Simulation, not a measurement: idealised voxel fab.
Process module heading - voxel capacitor over wiring
The cross-section shown here is cut; it is 225 nm wide and divided into square cells measuring 5 nm on a side.
Cross-sections here: square-cell grids, written as top-down lists of bands, a band being one or more rows of cells.
Top, bottom (nm), then materials left to right with widths (nm); lone material tagged "throughout" fills the whole band edge to edge; "empty" = empty space.
Heights are reckoned from 0. Under this level, the received wafer is all of one material. The bottommost band is open-ended downward, for example "from 0 down".
A two-number width, for instance "30->40", indicates that the width is equal to the first number in the top row of the band and to the second number in the bottom row, and that it changes by a constant amount per row of cells.
"left unchanged" after a step means that no cell of the cross-section changed.
"Closed void listing" lists enclosed empty spaces (at least 8 cells, no open path upward to the top), each as width x height at distance from the left edge, in nm.
Past the settings on a step's line: simulator remark, on that step.
overlay nm, on a step with a mask: how far to the right of its planned place the mask lay; to the left if negative
## Set out below are the planned steps of the process
1. op RECEIVE | material Si
2. op CONFORMAL_DEP | material SiO2 | thk nm 15
3. op CONFORMAL_DEP | material SiCN | thk nm 5
4. op DIRECTIONAL_DEP | material SiO2 | thk nm 20
5. op MASKED_ETCH | tone open | mask id METAL_1 | width nm 30 | pitch nm 90 | etch materials SiO2 | depth nm 20 | overlay nm 0
6. op MASKED_ETCH | tone open | mask id METAL_1 | width nm 30 | pitch nm 90 | etch materials SiCN | depth nm 5 | overlay nm 0
7. op CONFORMAL_DEP | material TiN | thk nm 5
8. op FILL_DEP | material Cu | thk nm 10
9. op CMP | height nm 40
10. op CONFORMAL_DEP | material SiCN | thk nm 5
11. op DIRECTIONAL_DEP | material lowk | thk nm 15
12. op DIRECTIONAL_DEP | material aC | thk nm 10
13. op PATTERN | tone open | mask id PLUG_1 | material resist | width nm 15 | thk nm 30 | overlay nm 0
14. op DIRECTIONAL_ETCH | etch materials aC | depth nm 10
15. op STRIP | etch materials resist
16. op DIRECTIONAL_ETCH | etch materials lowk | depth nm 15
17. op DIRECTIONAL_ETCH | etch materials SiCN | depth nm 5
18. op STRIP | etch materials aC
19. op CONFORMAL_DEP | material TiN | thk nm 5
20. op FILL_DEP | material Ru | thk nm 5
21. op CMP | height nm 60
22. op DIRECTIONAL_DEP | material TiN | thk nm 5
23. op DIRECTIONAL_DEP | material SiN | thk nm 5
24. op DIRECTIONAL_DEP | material TiN | thk nm 5
25. op DIRECTIONAL_DEP | material aC | thk nm 10
26. op PATTERN | tone cover | mask id UPPER_PLATE | material resist | width nm 65 | thk nm 25 | overlay nm 0
27. op DIRECTIONAL_ETCH | etch materials aC | depth nm 10
28. op STRIP | etch materials resist
29. op DIRECTIONAL_ETCH | etch materials TiN | depth nm 5
30. op DIRECTIONAL_ETCH | etch materials SiN | depth nm 5
31. op STRIP | etch materials aC
32. op MASKED_ETCH | tone cover | mask id LOWER_PLATE | width nm 75 | etch materials TiN | depth nm 5 | overlay nm 0
33. op FILL_DEP | material SiO2 | thk nm 20
34. op CMP | height nm 90
35. op PATTERN | tone open | mask id PLUG_2 | material resist | width nm 15 | thk nm 20 | overlay nm 0
36. op DIRECTIONAL_ETCH | etch materials SiO2 | depth nm 15
37. op STRIP | etch materials resist
38. op CONFORMAL_DEP | material TiN | thk nm 5
39. op FILL_DEP | material Ru | thk nm 5
40. op CMP | height nm 90
41. op CONFORMAL_DEP | material SiCN | thk nm 5
## Incoming wafer, cross-sectional view, post step 1
  from 0 down: Si throughout
  Closed void listing: none
## End state of the module in cross-section, given the above starting point and plan and one mistake in execution
  from 95 to 90: SiCN throughout
  from 90 to 80: 85 of SiO2, then 5 of TiN, then 5 of Ru, then 5 of TiN, then 125 of SiO2
  from 80 to 70: 85->65 of SiO2, then 15->65 of TiN, then 125->95 of SiO2
  from 70 to 65: 65 of SiO2, then 65 of SiN, then 95 of SiO2
  from 65 to 60: 60 of SiO2, then 75 of TiN, then 90 of SiO2
  from 60 to 45: 65 of lowk, then 5 of TiN, then 5 of Ru, then 5 of TiN, then 145 of lowk
  from 45 to 40: 65 of SiCN, then 15 of TiN, then 145 of SiCN
  from 40 to 20: 50 of SiO2, then 5 of TiN, then 20 of Cu, then 5 of TiN, then 60 of SiO2, then 5 of TiN, then 20 of Cu, then 5 of TiN, then 55 of SiO2
  from 20 to 15: 50 of SiCN, then 30 of TiN, then 60 of SiCN, then 30 of TiN, then 55 of SiCN
  from 15 to 0: SiO2 throughout
  from 0 down: Si throughout
  Closed void listing: none
Diagnosis: step 35 did not happen as planned, as run it was op PATTERN | tone open | mask id PLUG_2 | material resist | width nm 15 | thk nm 20 | overlay nm 10
